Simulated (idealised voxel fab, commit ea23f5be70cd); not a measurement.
Process module in this document: voxel self aligned vias
The cross-section shown here is cut; it is 275 nm wide and divided into square cells measuring 5 nm on a side.
Heads up, the way a cross-section reads in here is a grid of square cells, handed over as bands from the top down, with every band being one or more rows of cells.
The entry gives the band's vertical extent as a top height and a bottom height in nm, then its horizontal make-up as materials from left to right, each with a width in nm. "blank" stands for empty space; a single material marked "all across" fills the band edge to edge.
Counting heights begins at 0, where everything beneath is, in the wafer as received, one material. The lowest band has no bottom; it goes on downwards, as "0 -> down" shows.
A width given as "30->40" starts at the first number in the band's top row and ends at the second number in its bottom row, shifting by an equal amount at every step from row to row.
No cell of the cross-section changed in a step that is given as "no change occurred".
Heads up: "Sealed-off cavities" only lists the empty pockets with no open path to the top that are 8 cells or more, and it writes them as width x height at distance, distance from the left edge, in nm.
On each step's line, the part that comes after the settings is the simulator's own comment on the step.
overlay nm, on a step with a mask: how far to the right of its planned place the mask lay; to the left if negative
-- Planned process steps
| 1 | RECEIVE: material Si |
| 2 | CONFORMAL_DEP: material SiO2, thk nm 10 |
| 3 | CONFORMAL_DEP: material SiCN, thk nm 5 |
| 4 | DIRECTIONAL_DEP: material lowk, thk nm 20 |
| 5 | DIRECTIONAL_DEP: material aC, thk nm 15 |
| 6 | PATTERN: tone open, mask id LINES, material resist, width nm 25, pitch nm 60, thk nm 35, overlay nm 0 |
| 7 | DIRECTIONAL_ETCH: etch materials aC, depth nm 15 |
| 8 | STRIP: etch materials resist |
| 9 | DIRECTIONAL_ETCH: etch materials lowk, depth nm 20 |
| 10 | STRIP: etch materials aC |
| 11 | CONFORMAL_DEP: material TiN, thk nm 5 |
| 12 | FILL_DEP: material W, thk nm 5 |
| 13 | CMP: height nm 35 |
| 14 | SELECTIVE_ETCH: etch materials W Ru TiN, depth nm 5 |
| 15 | FILL_DEP: material SiN, thk nm 10 |
| 16 | CMP: height nm 35 |
| 17 | DIRECTIONAL_DEP: material lowk, thk nm 20 |
| 18 | PATTERN: tone open, mask id VIAS, material resist, width nm 35, pitch nm 120, thk nm 20, overlay nm 0 |
| 19 | DIRECTIONAL_ETCH: etch materials lowk, depth nm 20 |
| 20 | DIRECTIONAL_ETCH: etch materials SiN, depth nm 5 |
| 21 | STRIP: etch materials resist |
| 22 | CONFORMAL_DEP: material TiN, thk nm 5 |
| 23 | FILL_DEP: material W, thk nm 10 |
| 24 | CMP: height nm 55 |
| 25 | CONFORMAL_DEP: material SiCN, thk nm 5 |
-- So this is the incoming wafer in cross-section - it's already been through step 1
  0 -> down: Si all across
  Sealed-off cavities: none
-- The first of the two wafers as seen in cross-section once the module was finished; processing followed the plan
  60 -> 55: SiCN all across
  55 -> 40: 60 lowk  5 TiN  25 W  5 TiN  85 lowk  5 TiN  25 W  5 TiN  60 lowk
  40 -> 35: 60 lowk  10 TiN  15 W  10 TiN  85 lowk  10 TiN  15 W  10 TiN  60 lowk
  35 -> 30: 65 lowk  25 TiN  35 lowk  25 SiN  35 lowk  25 TiN  65 lowk
  30 -> 20: 65 lowk  5 TiN  15 W  5 TiN  35 lowk  5 TiN  15 W  5 TiN  35 lowk  5 TiN  15 W  5 TiN  65 lowk
  20 -> 15: 65 lowk  25 TiN  35 lowk  25 TiN  35 lowk  25 TiN  65 lowk
  15 -> 10: SiCN all across
  10 -> 0: SiO2 all across
  0 -> down: Si all across
  Sealed-off cavities: none
-- second wafer at the end: like start, like plan, one mistake
  60 -> 55: SiCN all across
  55 -> 35: 60 lowk  5 TiN  25 W  5 TiN  85 lowk  5 TiN  25 W  5 TiN  60 lowk
  35 -> 30: 60 SiN  35 TiN  85 SiN  35 TiN  60 SiN
  30 -> 25: 70 TiN  15 W  45 TiN  15 W  45 TiN  15 W  70 TiN
  25 -> 10: 65 lowk  5 TiN  15 W  5 TiN  35 lowk  5 TiN  15 W  5 TiN  35 lowk  5 TiN  15 W  5 TiN  65 lowk
  10 -> 5: 65 lowk  25 TiN  35 lowk  25 TiN  35 lowk  25 TiN  65 lowk
  5 -> 0: SiCN all across
  0 -> down: Si all across
  Sealed-off cavities: none
Want to know what went wrong? yeah, step 2 of the plan got skipped, never ran
FYI, end of process, the second wafer has more or fewer cells of some materials than the first: +36 SiN | -110 SiO2 | +52 TiN | +22 W
